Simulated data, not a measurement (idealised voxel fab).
process module | voxel capacitor over wiring
Cross-sectional view cut (width: 260 nm; square cell size: 5 nm).
Throughout this document, each cross-section is represented as a grid of square cells and is presented as a sequence of bands enumerated from the top downward, where a band comprises one or more rows of cells.
For a band, the entry starts with two heights in nm, that of the top and then that of the bottom, and carries on with the band's materials in order from left to right, each alongside its width in nm; the word "edge to edge" beside a single material means it fills the band edge to edge, and "blank" means empty space.
All heights in this document are referenced to 0, defined as the level beneath which the wafer, as received, consists entirely of one material. The lowest band is not bounded below; it extends indefinitely downward and is written in the form "top 0, no bottom".
Quick explanation for "30 to 40": the width changes in equal steps down the rows of cells, from the first number in the band's top row to the second number in its bottom row.
"left unchanged" means the step left every cell of the cross-section as it was.
"Sealed cavities" specifies each empty space that is not open to the top and that occupies no fewer than 8 cells, using the form width x height at distance, the distance measured from the left edge and all three quantities in nm.
Note: text after step settings on the step line = simulator remark on that step.
Steps that use a mask can have "overlay nm" on their line. It says how far the mask sat to the right of where it was meant to be. Negative means to the left.
-- Listed below are the process steps as planned
- 1: RECEIVE, material Si
- 2: CONFORMAL_DEP, material SiO2, thk nm 15
- 3: CONFORMAL_DEP, material SiCN, thk nm 5
- 4: DIRECTIONAL_DEP, material SiO2, thk nm 15
- 5: MASKED_ETCH, tone open, mask id METAL_1, width nm 30, pitch nm 100, etch materials SiO2, depth nm 15, overlay nm 0
- 6: MASKED_ETCH, tone open, mask id METAL_1, width nm 30, pitch nm 100, etch materials SiCN, depth nm 5, overlay nm 0
- 7: CONFORMAL_DEP, material TiN, thk nm 5
- 8: FILL_DEP, material Cu, thk nm 5
- 9: CMP, height nm 35
- 10: EPI, material Ru, thk nm 5
- 11: FILL_DEP, material SiCN, thk nm 5
- 12: DIRECTIONAL_DEP, material SiO2, thk nm 15
- 13: MASKED_ETCH, tone open, mask id PLUG_1, width nm 15, etch materials SiO2, depth nm 15, overlay nm 0
- 14: MASKED_ETCH, tone open, mask id PLUG_1, width nm 15, etch materials SiCN, depth nm 5, overlay nm -15
- 15: EPI, material Ru, thk nm 10
- 16: EPI, material Ru, thk nm 10
- 17: DIRECTIONAL_DEP, material TiN, thk nm 5
- 18: DIRECTIONAL_DEP, material Al2O3, thk nm 5
- 19: DIRECTIONAL_DEP, material TiN, thk nm 10
- 20: MASKED_ETCH, tone cover, mask id UPPER_PLATE, width nm 75, etch materials TiN, depth nm 10, overlay nm 0
- 21: MASKED_ETCH, tone cover, mask id UPPER_PLATE, width nm 75, etch materials Al2O3, depth nm 5, overlay nm 0
- 22: PATTERN, tone cover, mask id LOWER_PLATE, material resist, width nm 85, thk nm 15, overlay nm 0
- 23: DIRECTIONAL_ETCH, etch materials TiN, depth nm 5
- 24: STRIP, etch materials resist
- 25: FILL_DEP, material SiO2, thk nm 20
- 26: CMP, height nm 95
- 27: PATTERN, tone open, mask id PLUG_2, material resist, width nm 15, thk nm 15, overlay nm 0
- 28: DIRECTIONAL_ETCH, etch materials SiO2, depth nm 15
- 29: STRIP, etch materials resist
- 30: CONFORMAL_DEP, material TiN, thk nm 5
- 31: FILL_DEP, material Ru, thk nm 10
- 32: CMP, height nm 95
- 33: CONFORMAL_DEP, material SiN, thk nm 5
Same starting wafers, different overlay nm at step 14. Plan value belongs to the first wafer.
-- Here's the first of the wafers in cross-section, just as we got it, i.e. after step 1
	top 0, no bottom | Si edge to edge
	Sealed cavities: none
-- Below, a row for every wafer. Read it as the end-of-module picture: for each material the wafer shows its cells gained (+) or lost (-) since it was received, and then its closed voids
overlay nm -15; +15 Al2O3; +24 Cu; +18 Ru; +128 SiCN; +52 SiN; +725 SiO2; +78 TiN; Sealed cavities: none
overlay nm -10; +15 Al2O3; +24 Cu; +28 Ru; +127 SiCN; +52 SiN; +716 SiO2; +78 TiN; Sealed cavities: none
overlay nm -5; +15 Al2O3; +24 Cu; +29 Ru; +126 SiCN; +52 SiN; +716 SiO2; +78 TiN; Sealed cavities: none
overlay nm 0; +15 Al2O3; +24 Cu; +30 Ru; +125 SiCN; +52 SiN; +716 SiO2; +78 TiN; Sealed cavities: none
overlay nm 5; +15 Al2O3; +24 Cu; +29 Ru; +126 SiCN; +52 SiN; +716 SiO2; +78 TiN; Sealed cavities: none
overlay nm 10; +15 Al2O3; +24 Cu; +28 Ru; +127 SiCN; +52 SiN; +716 SiO2; +78 TiN; Sealed cavities: none
overlay nm 15; +15 Al2O3; +24 Cu; +18 Ru; +128 SiCN; +52 SiN; +725 SiO2; +78 TiN; Sealed cavities: none
